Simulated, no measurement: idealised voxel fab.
A process module follows: voxel capacitor over wiring.
Shown is cross-section cut, with a width of 225 nm and square cells of size 5 nm.
For the purposes of this document, a cross-section shall be understood as a grid of square cells, specified as bands listed in top-to-bottom order, each band consisting of one or more rows of cells. Band: top height; bottom height; in nm. Then, left to right: material with width in nm, for each material. "throughout": a single material spanning edge to edge. "blank": empty space. We count height from 0. Below that, the starting wafer is all one material. The lowest band never ends at the bottom but goes on down; see "z 0 and below" for how that is written. Note: "30..40" means the width goes from the first number (top row of the band) to the second number (bottom row) in equal steps per row of cells. "all unchanged" (step): cross-section cells unchanged, all of them. Any empty space of 8 cells or more lacking an open way to the top shows up in "closed voids" as width x height at distance, distance from the left edge, in nm. Whatever follows a step's settings on its line is a remark the simulator itself makes about that step. For masked steps, "overlay nm" on the step line gives how far right of plan the mask actually lay; a minus sign means it lay to the left.
[Planned step list for the process]
| 1 | op RECEIVE | material Si |
| 2 | op CONFORMAL_DEP | material SiO2 | thk nm 10 |
| 3 | op CONFORMAL_DEP | material SiCN | thk nm 5 |
| 4 | op DIRECTIONAL_DEP | material SiO2 | thk nm 20 |
| 5 | op PATTERN | tone open | mask id METAL_1 | material resist | width nm 30 | pitch nm 100 | thk nm 20 | overlay nm 0 |
| 6 | op DIRECTIONAL_ETCH | etch materials SiO2 | depth nm 20 |
| 7 | op DIRECTIONAL_ETCH | etch materials SiCN | depth nm 5 |
| 8 | op STRIP | etch materials resist |
| 9 | op CONFORMAL_DEP | material TiN | thk nm 5 |
| 10 | op FILL_DEP | material Cu | thk nm 10 |
| 11 | op CMP | height nm 35 |
| 12 | op EPI | material Ru | thk nm 5 |
| 13 | op FILL_DEP | material SiCN | thk nm 5 |
| 14 | op DIRECTIONAL_DEP | material lowk | thk nm 20 |
| 15 | op PATTERN | tone open | mask id PLUG_1 | material resist | width nm 15 | thk nm 20 | overlay nm 0 |
| 16 | op DIRECTIONAL_ETCH | etch materials lowk | depth nm 20 |
| 17 | op DIRECTIONAL_ETCH | etch materials SiCN | depth nm 5 |
| 18 | op STRIP | etch materials resist |
| 19 | op CONFORMAL_DEP | material TiN | thk nm 5 |
| 20 | op FILL_DEP | material W | thk nm 10 |
| 21 | op CMP | height nm 65 |
| 22 | op DIRECTIONAL_DEP | material TiN | thk nm 10 |
| 23 | op DIRECTIONAL_DEP | material Al2O3 | thk nm 5 |
| 24 | op DIRECTIONAL_DEP | material TiN | thk nm 5 |
| 25 | op MASKED_ETCH | tone cover | mask id UPPER_PLATE | width nm 75 | etch materials TiN | depth nm 5 | overlay nm 0 |
| 26 | op MASKED_ETCH | tone cover | mask id UPPER_PLATE | width nm 75 | etch materials Al2O3 | depth nm 5 | overlay nm 0 |
| 27 | op PATTERN | tone cover | mask id LOWER_PLATE | material resist | width nm 85 | thk nm 15 | overlay nm 0 |
| 28 | op DIRECTIONAL_ETCH | etch materials TiN | depth nm 10 |
| 29 | op STRIP | etch materials resist |
| 30 | op FILL_DEP | material SiO2 | thk nm 20 |
| 31 | op CMP | height nm 100 |
| 32 | op PATTERN | tone open | mask id PLUG_2 | material resist | width nm 15 | thk nm 15 | overlay nm 0 |
| 33 | op DIRECTIONAL_ETCH | etch materials SiO2 | depth nm 15 |
| 34 | op STRIP | etch materials resist |
| 35 | op CONFORMAL_DEP | material TiN | thk nm 5 |
| 36 | op FILL_DEP | material W | thk nm 10 |
| 37 | op CMP | height nm 100 |
| 38 | op CONFORMAL_DEP | material SiN | thk nm 5 |
[First of two wafers, with the run carried out as planned]
[So this is the incoming wafer in cross-section - it's already been through step 1]
	z 0 and below  Si throughout
	closed voids: none
[after step 2]
	z 10 to 0  SiO2 throughout
	Below a height of 0, the structure has not been altered.
[after step 3]
	z 15 to 10  SiCN throughout
	Below a height of 10, the structure has not been altered.
[after step 4]
	z 35 to 15  SiO2 throughout
	Below a height of 15, the structure has not been altered.
[after step 5]
	z 55 to 35  resist (45); blank (30); resist (70); blank (30); resist (50)
	Below a height of 35, the structure has not been altered.
[after step 6]
	z 55 to 35  resist (45); blank (30); resist (70); blank (30); resist (50)
	z 35 to 15  SiO2 (45); blank (30); SiO2 (70); blank (30); SiO2 (50)
	Below a height of 15, the structure has not been altered.
[after step 7]
	z 55 to 35  resist (45); blank (30); resist (70); blank (30); resist (50)
	z 35 to 15  SiO2 (45); blank (30); SiO2 (70); blank (30); SiO2 (50)
	z 15 to 10  SiCN (45); blank (30); SiCN (70); blank (30); SiCN (50)
	Below a height of 10, the structure has not been altered.
[after step 8]
	z 35 to 15  SiO2 (45); blank (30); SiO2 (70); blank (30); SiO2 (50)
	Below a height of 15, the structure has not been altered.
[after step 9]
	z 40 to 35  TiN (50); blank (20); TiN (80); blank (20); TiN (55)
	z 35 to 15  SiO2 (45); TiN (5); blank (20); TiN (5); SiO2 (70); TiN (5); blank (20); TiN (5); SiO2 (50)
	z 15 to 10  SiCN (45); TiN (30); SiCN (70); TiN (30); SiCN (50)
	Below a height of 10, the structure has not been altered.
[after step 10]
	z 50 to 40  Cu throughout
	z 40 to 35  TiN (50); Cu (20); TiN (80); Cu (20); TiN (55)
	z 35 to 15  SiO2 (45); TiN (5); Cu (20); TiN (5); SiO2 (70); TiN (5); Cu (20); TiN (5); SiO2 (50)
	Below a height of 15, the structure has not been altered.
[after step 11]
	z 35 to 15  SiO2 (45); TiN (5); Cu (20); TiN (5); SiO2 (70); TiN (5); Cu (20); TiN (5); SiO2 (50)
	Below a height of 15, the structure has not been altered.
[after step 12]
	z 40 to 35  blank (40); Ru (40); blank (60); Ru (40); blank (45)
	Below a height of 35, the structure has not been altered.
[after step 13]
	z 45 to 40  SiCN throughout
	z 40 to 35  SiCN (40); Ru (40); SiCN (60); Ru (40); SiCN (45)
	Below a height of 35, the structure has not been altered.
[after step 14]
	z 65 to 45  lowk throughout
	Below a height of 45, the structure has not been altered.
[after step 15]
	z 85 to 65  resist (60); blank (15); resist (150)
	Below a height of 65, the structure has not been altered.
[after step 16]
	z 85 to 65  resist (60); blank (15); resist (150)
	z 65 to 45  lowk (60); blank (15); lowk (150)
	Below a height of 45, the structure has not been altered.
[after step 17]
	z 85 to 65  resist (60); blank (15); resist (150)
	z 65 to 45  lowk (60); blank (15); lowk (150)
	z 45 to 40  SiCN (60); blank (15); SiCN (150)
	Below a height of 40, the structure has not been altered.
[after step 18]
	z 65 to 45  lowk (60); blank (15); lowk (150)
	Below a height of 45, the structure has not been altered.
[after step 19]
	z 70 to 65  TiN (65); blank (5); TiN (155)
	z 65 to 45  lowk (60); TiN (5); blank (5); TiN (5); lowk (150)
	z 45 to 40  SiCN (60); TiN (15); SiCN (150)
	Below a height of 40, the structure has not been altered.
[after step 20]
	z 80 to 70  W throughout
	z 70 to 65  TiN (65); W (5); TiN (155)
	z 65 to 45  lowk (60); TiN (5); W (5); TiN (5); lowk (150)
	Below a height of 45, the structure has not been altered.
[after step 21]
	z 65 to 45  lowk (60); TiN (5); W (5); TiN (5); lowk (150)
	Below a height of 45, the structure has not been altered.
[after step 22]
	z 75 to 65  TiN throughout
	Below a height of 65, the structure has not been altered.
[after step 23]
	z 80 to 75  Al2O3 throughout
	Below a height of 75, the structure has not been altered.
[after step 24]
	z 85 to 80  TiN throughout
	Below a height of 80, the structure has not been altered.
[after step 25]
	z 85 to 80  blank (60); TiN (75); blank (90)
	Below a height of 80, the structure has not been altered.
[after step 26]
	z 85 to 80  blank (60); TiN (75); blank (90)
	z 80 to 75  blank (60); Al2O3 (75); blank (90)
	Below a height of 75, the structure has not been altered.
[after step 27]
	z 100 to 85  blank (55); resist (85); blank (85)
	z 85 to 80  blank (55); resist (5); TiN (75); resist (5); blank (85)
	z 80 to 75  blank (55); resist (5); Al2O3 (75); resist (5); blank (85)
	Below a height of 75, the structure has not been altered.
[after step 28]
	z 100 to 85  blank (55); resist (85); blank (85)
	z 85 to 80  blank (55); resist (5); TiN (75); resist (5); blank (85)
	z 80 to 75  blank (55); resist (5); Al2O3 (75); resist (5); blank (85)
	z 75 to 65  blank (55); TiN (85); blank (85)
	Below a height of 65, the structure has not been altered.
[after step 29]
	z 85 to 80  blank (60); TiN (75); blank (90)
	z 80 to 75  blank (60); Al2O3 (75); blank (90)
	Below a height of 75, the structure has not been altered.
[after step 30]
	z 105 to 85  SiO2 throughout
	z 85 to 80  SiO2 (60); TiN (75); SiO2 (90)
	z 80 to 75  SiO2 (60); Al2O3 (75); SiO2 (90)
	z 75 to 65  SiO2 (55); TiN (85); SiO2 (85)
	Below a height of 65, the structure has not been altered.
[after step 31]
	z 100 to 85  SiO2 throughout
	Below a height of 85, the structure has not been altered.
[after step 32]
	z 115 to 100  resist (70); blank (15); resist (140)
	Below a height of 100, the structure has not been altered.
[after step 33]
	z 115 to 100  resist (70); blank (15); resist (140)
	z 100 to 85  SiO2 (70); blank (15); SiO2 (140)
	Below a height of 85, the structure has not been altered.
[after step 34]
	z 100 to 85  SiO2 (70); blank (15); SiO2 (140)
	Below a height of 85, the structure has not been altered.
[after step 35]
	z 105 to 100  TiN (75); blank (5); TiN (145)
	z 100 to 90  SiO2 (70); TiN (5); blank (5); TiN (5); SiO2 (140)
	z 90 to 80  SiO2 (70..60); TiN (15..75); SiO2 (140..90)
	Below a height of 80, the structure has not been altered.
[after step 36]
	z 115 to 105  W throughout
	z 105 to 100  TiN (75); W (5); TiN (145)
	z 100 to 90  SiO2 (70); TiN (5); W (5); TiN (5); SiO2 (140)
	Below a height of 90, the structure has not been altered.
[after step 37]
	z 100 to 90  SiO2 (70); TiN (5); W (5); TiN (5); SiO2 (140)
	Below a height of 90, the structure has not been altered.
[after step 38]
	z 105 to 100  SiN throughout
	Below a height of 100, the structure has not been altered.
[Now the other wafer: same start, same recipe, but we messed up one thing when running it. Up to and including step 31 it's the same as the first one]
[when step 32 should have ended]
	z 115 to 100  resist (65); blank (25); resist (135)
	Below a height of 100, the structure has not been altered.
[when step 33 should have ended]
	z 115 to 100  resist (65); blank (25); resist (135)
	z 100 to 85  SiO2 (65); blank (25); SiO2 (135)
	Below a height of 85, the structure has not been altered.
[when step 34 should have ended]
	z 100 to 85  SiO2 (65); blank (25); SiO2 (135)
	Below a height of 85, the structure has not been altered.
[when step 35 should have ended]
	z 105 to 100  TiN (70); blank (15); TiN (140)
	z 100 to 90  SiO2 (65); TiN (5); blank (15); TiN (5); SiO2 (135)
	z 90 to 80  SiO2 (65..60); TiN (25..75); SiO2 (135..90)
	Below a height of 80, the structure has not been altered.
[when step 36 should have ended]
	z 115 to 105  W throughout
	z 105 to 100  TiN (70); W (15); TiN (140)
	z 100 to 90  SiO2 (65); TiN (5); W (15); TiN (5); SiO2 (135)
	Below a height of 90, the structure has not been altered.
[when step 37 should have ended]
	z 100 to 90  SiO2 (65); TiN (5); W (15); TiN (5); SiO2 (135)
	Below a height of 90, the structure has not been altered.
[when step 38 should have ended]
	z 105 to 100  SiN throughout
	Below a height of 100, the structure has not been altered.
Processing error: step 32, actual vs plan mismatch, actual run op PATTERN | tone open | mask id PLUG_2 | material resist | width nm 25 | thk nm 15 | overlay nm 0
The final cell counts differ between the wafers, with the second having more or fewer of some materials than the first: -6 SiO2 | +2 TiN | +4 W
